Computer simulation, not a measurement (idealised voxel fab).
The document below concerns the process module designated voxel fin reveal.
FYI the section here is cut, 200 nm wide, cells are 5 nm squares.
For the purposes of this document, a cross-section shall be understood as a grid of square cells, specified as bands listed in top-to-bottom order, each band consisting of one or more rows of cells.
Band: top and bottom heights (nm) first, top before bottom; then materials from left to right, widths in nm. "throughout" marks a sole material filling the band edge to edge. "blank" denotes empty space.
Beneath 0, the wafer as received is one material, and that level is where height counting begins. The lowest band goes on downward without a bottom; it is written like "0 nm and below".
Read "30 to 40" as a graded width: first number on top, second number at the bottom, same change between each pair of neighbouring rows.
The designation "same as before", where it is given for a processing step, indicates that no cell of the cross-section was altered in the course of that step.
"Sealed internal voids" - sealed voids, min. 8 cells, no opening to top; format: width x height at distance (distance from left edge; nm throughout).
Read whatever lies past the settings on a step's line as the simulator's own remark about the step.
overlay nm: on a step with a mask, how far right of its planned place the mask lay; negative means left.

List of planned process steps:
1,RECEIVE | material Si
2,CONFORMAL_DEP | material SiN | thk nm 5
3,DIRECTIONAL_DEP | material aC | thk nm 10
4,PATTERN | tone cover | mask id FINS | material resist | width nm 15 | pitch nm 35 | thk nm 30 | overlay nm -15
5,DIRECTIONAL_ETCH | etch materials aC | depth nm 10
6,STRIP | etch materials resist
7,DIRECTIONAL_ETCH | etch materials SiN | depth nm 5
8,DIRECTIONAL_ETCH | etch materials Si | depth nm 35
9,STRIP | etch materials aC
10,OXIDIZE | depth nm 5
11,FILL_DEP | material SiO2 | thk nm 5
12,CMP | height nm 5
13,SELECTIVE_ETCH | etch materials SiO2 | depth nm 20
14,STRIP | etch materials SiN
Quick note for whoever runs this: the wafers start identical, but the overlay nm at step 4 isn't the same across them. The plan just shows what the first wafer had.

The as-received cross-section of the first of several wafers corresponds to the state after step 1:
- 0 nm and below: Si throughout
- Sealed internal voids: none

End-of-module cross-section, first of several wafers, after last step 14:
- 0 nm to -15 nm: blank (30), Si (5), blank (30), Si (5), blank (30), Si (5), blank (30), Si (5), blank (60)
- -15 nm to -40 nm: SiO2 (30), Si (5), SiO2 (30), Si (5), SiO2 (30), Si (5), SiO2 (30), Si (5), SiO2 (60)
- -40 nm and below: Si throughout
- Sealed internal voids: none

Sectional view of the last wafer upon completion of the module:
- 0 nm to -15 nm: blank (60), Si (5), blank (30), Si (5), blank (30), Si (5), blank (30), Si (5), blank (30)
- -15 nm to -40 nm: SiO2 (60), Si (5), SiO2 (30), Si (5), SiO2 (30), Si (5), SiO2 (30), Si (5), SiO2 (30)
- -40 nm and below: Si throughout
- Sealed internal voids: none

wafer rows; end of module; cells per material since receipt: (+) gained, (-) lost; then closed voids:
overlay nm -15 | -288 Si | +180 SiO2 | Sealed internal voids: none
overlay nm -10 | -288 Si | +180 SiO2 | Sealed internal voids: none
overlay nm -5 | -288 Si | +180 SiO2 | Sealed internal voids: none
overlay nm 0 | -288 Si | +180 SiO2 | Sealed internal voids: none
overlay nm 5 | -288 Si | +180 SiO2 | Sealed internal voids: none
overlay nm 10 | -288 Si | +180 SiO2 | Sealed internal voids: none
overlay nm 15 | -288 Si | +180 SiO2 | Sealed internal voids: none
